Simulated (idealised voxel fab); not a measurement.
Name of the process module below: voxel capacitor over wiring
The figure presents cross-section cut, which has a width of 190 nm and is divided into square cells with an edge length of 5 nm.
Cross-section, as written here: a square-cell grid given band by band from the top down, where a band holds one or more rows of cells. Heights first: top, then bottom, in nm. Then materials, left to right, each with a width in nm. "all across" on a single material: fills the band edge to edge. "empty": empty space. Heights are expressed relative to 0, this being the level below which the as-received wafer comprises one material exclusively. The lowest band is unbounded in the downward direction and is denoted as in "from 0 down". Top row gets the first number, bottom row gets the second, and each row in between changes by the same step: that is how a band width like "30->40" works. Step marked "no modifications"? Then no cell in the cross-section changed in it. "Voids lacking openings" contains a list of empty spaces, each no smaller than 8 cells and without an open way to the top, written in the form width x height at distance with the distance from the left edge and all three in nm. Note: text after step settings on the step line = simulator remark on that step. Among the settings permitted on a step's line is "overlay nm"; applied to a step with a mask, it specifies the extent to which the mask lay to the right of its planned position, whereas a negative figure signifies a position to the left.
## plan
1: RECEIVE,material Si
2: CONFORMAL_DEP,material SiO2,thk nm 10
3: DIRECTIONAL_DEP,material TiN,thk nm 5
4: DIRECTIONAL_DEP,material Ru,thk nm 25
5: PATTERN,tone cover,mask id METAL_1,material resist,width nm 20,pitch nm 75,thk nm 15,overlay nm 0
6: DIRECTIONAL_ETCH,etch materials Ru,depth nm 25
7: DIRECTIONAL_ETCH,etch materials TiN,depth nm 5
8: STRIP,etch materials resist
9: FILL_DEP,material SiO2,thk nm 10
10: CMP,height nm 40
11: CONFORMAL_DEP,material SiCN,thk nm 5
12: DIRECTIONAL_DEP,material SiO2,thk nm 10
13: PATTERN,tone open,mask id PLUG_1,material resist,width nm 15,thk nm 20,overlay nm 0
14: DIRECTIONAL_ETCH,etch materials SiO2,depth nm 10
15: DIRECTIONAL_ETCH,etch materials SiCN,depth nm 5
16: STRIP,etch materials resist
17: EPI,material Ru,thk nm 10
18: EPI,material Ru,thk nm 5
19: DIRECTIONAL_DEP,material TiN,thk nm 10
20: DIRECTIONAL_DEP,material HfO2,thk nm 5
21: DIRECTIONAL_DEP,material TiN,thk nm 10
22: PATTERN,tone cover,mask id UPPER_PLATE,material resist,width nm 60,thk nm 20,overlay nm 0
23: DIRECTIONAL_ETCH,etch materials TiN,depth nm 10
24: DIRECTIONAL_ETCH,etch materials HfO2,depth nm 5
25: STRIP,etch materials resist
26: DIRECTIONAL_DEP,material aC,thk nm 10
27: PATTERN,tone cover,mask id LOWER_PLATE,material resist,width nm 70,thk nm 30,overlay nm 0
28: DIRECTIONAL_ETCH,etch materials aC,depth nm 5
29: STRIP,etch materials resist
30: DIRECTIONAL_ETCH,etch materials TiN,depth nm 10
31: STRIP,etch materials aC
32: FILL_DEP,material SiO2,thk nm 15
33: CMP,height nm 90
34: MASKED_ETCH,tone open,mask id PLUG_2,width nm 15,etch materials SiO2,depth nm 10,overlay nm 0
35: CONFORMAL_DEP,material TiN,thk nm 5
36: FILL_DEP,material W,thk nm 5
37: CMP,height nm 90
38: CONFORMAL_DEP,material SiCN,thk nm 5
Split variable: depth nm, step 28. Plan value = first wafer. Wafers start alike.
## Cut through the first of several wafers as received, post step 1
    from 0 down = Si all across
    Voids lacking openings: none
## Here is the cross-section of the first of several wafers at the end of the module, after its last step, step 38
    from 95 to 90 = SiCN all across
    from 90 to 85 = SiO2 (60) | TiN (5) | W (5) | TiN (5) | SiO2 (115)
    from 85 to 80 = SiO2 (60) | TiN (15) | SiO2 (115)
    from 80 to 70 = SiO2 (50) | TiN (60) | SiO2 (80)
    from 70 to 65 = SiO2 (50) | HfO2 (60) | SiO2 (80)
    from 65 to 55 = TiN all across
    from 55 to 45 = SiO2 (50) | Ru (15) | SiO2 (125)
    from 45 to 40 = SiCN (50) | Ru (15) | SiCN (125)
    from 40 to 15 = SiO2 (45) | Ru (20) | SiO2 (55) | Ru (20) | SiO2 (50)
    from 15 to 10 = SiO2 (45) | TiN (20) | SiO2 (55) | TiN (20) | SiO2 (50)
    from 10 to 0 = SiO2 all across
    from 0 down = Si all across
    Voids lacking openings: none
## Cross-section, module end, final of several wafers
    from 95 to 90 = SiCN all across
    from 90 to 85 = SiO2 (60) | TiN (5) | W (5) | TiN (5) | SiO2 (115)
    from 85 to 80 = SiO2 (60) | TiN (15) | SiO2 (115)
    from 80 to 70 = SiO2 (50) | TiN (60) | SiO2 (80)
    from 70 to 65 = SiO2 (50) | HfO2 (60) | SiO2 (80)
    from 65 to 55 = SiO2 (45) | TiN (70) | SiO2 (75)
    from 55 to 45 = SiO2 (50) | Ru (15) | SiO2 (125)
    from 45 to 40 = SiCN (50) | Ru (15) | SiCN (125)
    from 40 to 15 = SiO2 (45) | Ru (20) | SiO2 (55) | Ru (20) | SiO2 (50)
    from 15 to 10 = SiO2 (45) | TiN (20) | SiO2 (55) | TiN (20) | SiO2 (50)
    from 10 to 0 = SiO2 all across
    from 0 down = Si all across
    Voids lacking openings: none
## Below is a per-wafer table. In it, each row describes the wafer at the end of the module by giving, for each material, the number of cells gained (+) or lost (-) since the wafer was received, and after that the closed voids of the wafer
depth nm 5, +12 HfO2, +49 Ru, +73 SiCN, +474 SiO2, +113 TiN, +1 W, Voids lacking openings: none
depth nm 10, +12 HfO2, +49 Ru, +73 SiCN, +522 SiO2, +65 TiN, +1 W, Voids lacking openings: none
depth nm 15, +12 HfO2, +49 Ru, +73 SiCN, +522 SiO2, +65 TiN, +1 W, Voids lacking openings: none
depth nm 20, +12 HfO2, +49 Ru, +73 SiCN, +522 SiO2, +65 TiN, +1 W, Voids lacking openings: none
depth nm 25, +12 HfO2, +49 Ru, +73 SiCN, +522 SiO2, +65 TiN, +1 W, Voids lacking openings: none
